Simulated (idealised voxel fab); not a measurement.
Process module under the name voxel self aligned vias
The figure presents cross-section cut, which has a width of 210 nm and is divided into square cells with an edge length of 5 nm.
Reading order for cross-sections: top band down to bottom band. Underlying form: a grid of square cells. Band size: one or more rows of cells. A band entry consists of two parts. The first gives the height of the band's top and the height of its bottom, in nm. The rest lists the band's materials from left to right, each with its width in nm. A single material labelled with the word "everywhere" fills the band from edge to edge, and the word "blank" marks empty space. It should be noted that heights are counted from 0, beneath which the wafer as supplied is of one material throughout, and that the lowest band possesses no lower boundary but continues downward, as written in "0 nm and below". A two-number width, for instance "30->40", indicates that the width is equal to the first number in the top row of the band and to the second number in the bottom row, and that it changes by a constant amount per row of cells. A step reported as "no modification" is a step in which no cell of the cross-section changed. The list in "Enclosed void inventory" covers empty spaces of 8 cells or more that cannot reach the top through any open way, and it gives each as width x height at distance; the distance is from the left edge, and width, height and distance are in nm. Note: text after step settings on the step line = simulator remark on that step. "overlay nm", when on a step's line for a step with a mask, measures how far to the right of its planned place the mask lay; a negative measure means to the left.

**Process steps (planned)**
1: RECEIVE (material Si)
2: CONFORMAL_DEP (material SiO2; thk nm 15)
3: CONFORMAL_DEP (material SiCN; thk nm 5)
4: DIRECTIONAL_DEP (material SiO2; thk nm 30)
5: DIRECTIONAL_DEP (material aC; thk nm 15)
6: PATTERN (tone open; mask id LINES; material resist; width nm 30; pitch nm 65; thk nm 30; overlay nm 0)
7: DIRECTIONAL_ETCH (etch materials aC; depth nm 15)
8: STRIP (etch materials resist)
9: DIRECTIONAL_ETCH (etch materials SiO2; depth nm 30)
10: STRIP (etch materials aC)
11: CONFORMAL_DEP (material TiN; thk nm 5)
12: FILL_DEP (material W; thk nm 10)
13: CMP (height nm 50)
14: SELECTIVE_ETCH (etch materials W Ru TiN; depth nm 5)
15: FILL_DEP (material SiN; thk nm 10)
16: CMP (height nm 50)
17: DIRECTIONAL_DEP (material SiO2; thk nm 20)
18: PATTERN (tone open; mask id VIAS; material resist; width nm 40; thk nm 15; overlay nm 0)
19: DIRECTIONAL_ETCH (etch materials SiO2; depth nm 20)
20: DIRECTIONAL_ETCH (etch materials SiN; depth nm 5)
21: STRIP (etch materials resist)
22: CONFORMAL_DEP (material TiN; thk nm 5)
23: FILL_DEP (material Ru; thk nm 10)
24: CMP (height nm 70)
25: CONFORMAL_DEP (material SiN; thk nm 5)

**First wafer of two (run as planned)**

**Cross-section of the wafer as it came to us, i.e., already through step 1**
> 0 nm and below | Si everywhere
> Enclosed void inventory: none

**Cross-section of the wafer subsequent to step 2**
> 15 nm to 0 nm | SiO2 everywhere
> For the remainder of the cross-section, below 0, there is no change.

**Cross-section of the wafer subsequent to step 3**
> 20 nm to 15 nm | SiCN everywhere
> For the remainder of the cross-section, below 15, there is no change.

**Cross-section of the wafer subsequent to step 4**
> 50 nm to 20 nm | SiO2 everywhere
> For the remainder of the cross-section, below 20, there is no change.

**Cross-section of the wafer subsequent to step 5**
> 65 nm to 50 nm | aC everywhere
> For the remainder of the cross-section, below 50, there is no change.

**Cross-section of the wafer subsequent to step 6**
> 95 nm to 65 nm | 55 nm resist, then 30 nm blank, then 35 nm resist, then 30 nm blank, then 60 nm resist
> For the remainder of the cross-section, below 65, there is no change.

**Cross-section of the wafer subsequent to step 7**
> 80 nm to 65 nm | 55 nm resist, then 30 nm blank, then 35 nm resist, then 30 nm blank, then 60 nm resist
> 65 nm to 50 nm | 55 nm aC, then 30 nm blank, then 35 nm aC, then 30 nm blank, then 60 nm aC
> For the remainder of the cross-section, below 50, there is no change.

**Cross-section of the wafer subsequent to step 8**
> 65 nm to 50 nm | 55 nm aC, then 30 nm blank, then 35 nm aC, then 30 nm blank, then 60 nm aC
> For the remainder of the cross-section, below 50, there is no change.

**Cross-section of the wafer subsequent to step 9**
> 65 nm to 50 nm | 55 nm aC, then 30 nm blank, then 35 nm aC, then 30 nm blank, then 60 nm aC
> 50 nm to 20 nm | 55 nm SiO2, then 30 nm blank, then 35 nm SiO2, then 30 nm blank, then 60 nm SiO2
> For the remainder of the cross-section, below 20, there is no change.

**Cross-section of the wafer subsequent to step 10**
> 50 nm to 20 nm | 55 nm SiO2, then 30 nm blank, then 35 nm SiO2, then 30 nm blank, then 60 nm SiO2
> For the remainder of the cross-section, below 20, there is no change.

**Cross-section of the wafer subsequent to step 11**
> 55 nm to 50 nm | 60 nm TiN, then 20 nm blank, then 45 nm TiN, then 20 nm blank, then 65 nm TiN
> 50 nm to 25 nm | 55 nm SiO2, then 5 nm TiN, then 20 nm blank, then 5 nm TiN, then 35 nm SiO2, then 5 nm TiN, then 20 nm blank, then 5 nm TiN, then 60 nm SiO2
> 25 nm to 20 nm | 55 nm SiO2, then 30 nm TiN, then 35 nm SiO2, then 30 nm TiN, then 60 nm SiO2
> For the remainder of the cross-section, below 20, there is no change.

**Cross-section of the wafer subsequent to step 12**
> 65 nm to 55 nm | W everywhere
> 55 nm to 50 nm | 60 nm TiN, then 20 nm W, then 45 nm TiN, then 20 nm W, then 65 nm TiN
> 50 nm to 25 nm | 55 nm SiO2, then 5 nm TiN, then 20 nm W, then 5 nm TiN, then 35 nm SiO2, then 5 nm TiN, then 20 nm W, then 5 nm TiN, then 60 nm SiO2
> For the remainder of the cross-section, below 25, there is no change.

**Cross-section of the wafer subsequent to step 13**
> 50 nm to 25 nm | 55 nm SiO2, then 5 nm TiN, then 20 nm W, then 5 nm TiN, then 35 nm SiO2, then 5 nm TiN, then 20 nm W, then 5 nm TiN, then 60 nm SiO2
> For the remainder of the cross-section, below 25, there is no change.

**Cross-section of the wafer subsequent to step 14**
> 50 nm to 45 nm | 55 nm SiO2, then 30 nm blank, then 35 nm SiO2, then 30 nm blank, then 60 nm SiO2
> For the remainder of the cross-section, below 45, there is no change.

**Cross-section of the wafer subsequent to step 15**
> 60 nm to 50 nm | SiN everywhere
> 50 nm to 45 nm | 55 nm SiO2, then 30 nm SiN, then 35 nm SiO2, then 30 nm SiN, then 60 nm SiO2
> For the remainder of the cross-section, below 45, there is no change.

**Cross-section of the wafer subsequent to step 16**
> 50 nm to 45 nm | 55 nm SiO2, then 30 nm SiN, then 35 nm SiO2, then 30 nm SiN, then 60 nm SiO2
> For the remainder of the cross-section, below 45, there is no change.

**Cross-section of the wafer subsequent to step 17**
> 70 nm to 50 nm | SiO2 everywhere
> For the remainder of the cross-section, below 50, there is no change.

**Cross-section of the wafer subsequent to step 18**
> 85 nm to 70 nm | 50 nm resist, then 40 nm blank, then 120 nm resist
> For the remainder of the cross-section, below 70, there is no change.

**Cross-section of the wafer subsequent to step 19**
> 85 nm to 70 nm | 50 nm resist, then 40 nm blank, then 120 nm resist
> 70 nm to 50 nm | 50 nm SiO2, then 40 nm blank, then 120 nm SiO2
> For the remainder of the cross-section, below 50, there is no change.

**Cross-section of the wafer subsequent to step 20**
> 85 nm to 70 nm | 50 nm resist, then 40 nm blank, then 120 nm resist
> 70 nm to 50 nm | 50 nm SiO2, then 40 nm blank, then 120 nm SiO2
> 50 nm to 45 nm | 55 nm SiO2, then 30 nm blank, then 35 nm SiO2, then 30 nm SiN, then 60 nm SiO2
> For the remainder of the cross-section, below 45, there is no change.

**Cross-section of the wafer subsequent to step 21**
> 70 nm to 50 nm | 50 nm SiO2, then 40 nm blank, then 120 nm SiO2
> For the remainder of the cross-section, below 50, there is no change.

**Cross-section of the wafer subsequent to step 22**
> 75 nm to 70 nm | 55 nm TiN, then 30 nm blank, then 125 nm TiN
> 70 nm to 55 nm | 50 nm SiO2, then 5 nm TiN, then 30 nm blank, then 5 nm TiN, then 120 nm SiO2
> 55 nm to 50 nm | 50 nm SiO2, then 10 nm TiN, then 20 nm blank, then 10 nm TiN, then 120 nm SiO2
> 50 nm to 45 nm | 55 nm SiO2, then 30 nm TiN, then 35 nm SiO2, then 30 nm SiN, then 60 nm SiO2
> For the remainder of the cross-section, below 45, there is no change.

**Cross-section of the wafer subsequent to step 23**
> 85 nm to 75 nm | Ru everywhere
> 75 nm to 70 nm | 55 nm TiN, then 30 nm Ru, then 125 nm TiN
> 70 nm to 55 nm | 50 nm SiO2, then 5 nm TiN, then 30 nm Ru, then 5 nm TiN, then 120 nm SiO2
> 55 nm to 50 nm | 50 nm SiO2, then 10 nm TiN, then 20 nm Ru, then 10 nm TiN, then 120 nm SiO2
> For the remainder of the cross-section, below 50, there is no change.

**Cross-section of the wafer subsequent to step 24**
> 70 nm to 55 nm | 50 nm SiO2, then 5 nm TiN, then 30 nm Ru, then 5 nm TiN, then 120 nm SiO2
> For the remainder of the cross-section, below 55, there is no change.

**Cross-section of the wafer subsequent to step 25**
> 75 nm to 70 nm | SiN everywhere
> For the remainder of the cross-section, below 70, there is no change.

**second wafer: like start, like plan, one mistake. Through step 17 it matches the first wafer**

**Cross-section of the second wafer corresponding to the planned conclusion of step 18**
> 85 nm to 70 nm | 55 nm resist, then 30 nm blank, then 125 nm resist
> For the remainder of the cross-section, below 70, there is no change.

**Cross-section of the second wafer corresponding to the planned conclusion of step 19**
> 85 nm to 70 nm | 55 nm resist, then 30 nm blank, then 125 nm resist
> 70 nm to 50 nm | 55 nm SiO2, then 30 nm blank, then 125 nm SiO2
> For the remainder of the cross-section, below 50, there is no change.

**Cross-section of the second wafer corresponding to the planned conclusion of step 20**
> 85 nm to 70 nm | 55 nm resist, then 30 nm blank, then 125 nm resist
> 70 nm to 50 nm | 55 nm SiO2, then 30 nm blank, then 125 nm SiO2
> 50 nm to 45 nm | 55 nm SiO2, then 30 nm blank, then 35 nm SiO2, then 30 nm SiN, then 60 nm SiO2
> For the remainder of the cross-section, below 45, there is no change.

**Cross-section of the second wafer corresponding to the planned conclusion of step 21**
> 70 nm to 50 nm | 55 nm SiO2, then 30 nm blank, then 125 nm SiO2
> For the remainder of the cross-section, below 50, there is no change.

**Cross-section of the second wafer corresponding to the planned conclusion of step 22**
> 75 nm to 70 nm | 60 nm TiN, then 20 nm blank, then 130 nm TiN
> 70 nm to 50 nm | 55 nm SiO2, then 5 nm TiN, then 20 nm blank, then 5 nm TiN, then 125 nm SiO2
> 50 nm to 45 nm | 55 nm SiO2, then 30 nm TiN, then 35 nm SiO2, then 30 nm SiN, then 60 nm SiO2
> For the remainder of the cross-section, below 45, there is no change.

**Cross-section of the second wafer corresponding to the planned conclusion of step 23**
> 85 nm to 75 nm | Ru everywhere
> 75 nm to 70 nm | 60 nm TiN, then 20 nm Ru, then 130 nm TiN
> 70 nm to 50 nm | 55 nm SiO2, then 5 nm TiN, then 20 nm Ru, then 5 nm TiN, then 125 nm SiO2
> For the remainder of the cross-section, below 50, there is no change.

**Cross-section of the second wafer corresponding to the planned conclusion of step 24**
> 70 nm to 50 nm | 55 nm SiO2, then 5 nm TiN, then 20 nm Ru, then 5 nm TiN, then 125 nm SiO2
> For the remainder of the cross-section, below 50, there is no change.

**Cross-section of the second wafer corresponding to the planned conclusion of step 25**
> 75 nm to 70 nm | SiN everywhere
> For the remainder of the cross-section, below 70, there is no change.
It is concluded that the wafer was processed incorrectly with respect to the plan, in that step 18 deviated from plan and actually ran as PATTERN (tone open; mask id VIAS; material resist; width nm 30; thk nm 15; overlay nm 0)
Cell-count delta at end, second wafer over first, by material: Ru -6 | SiO2 +8 | TiN -2
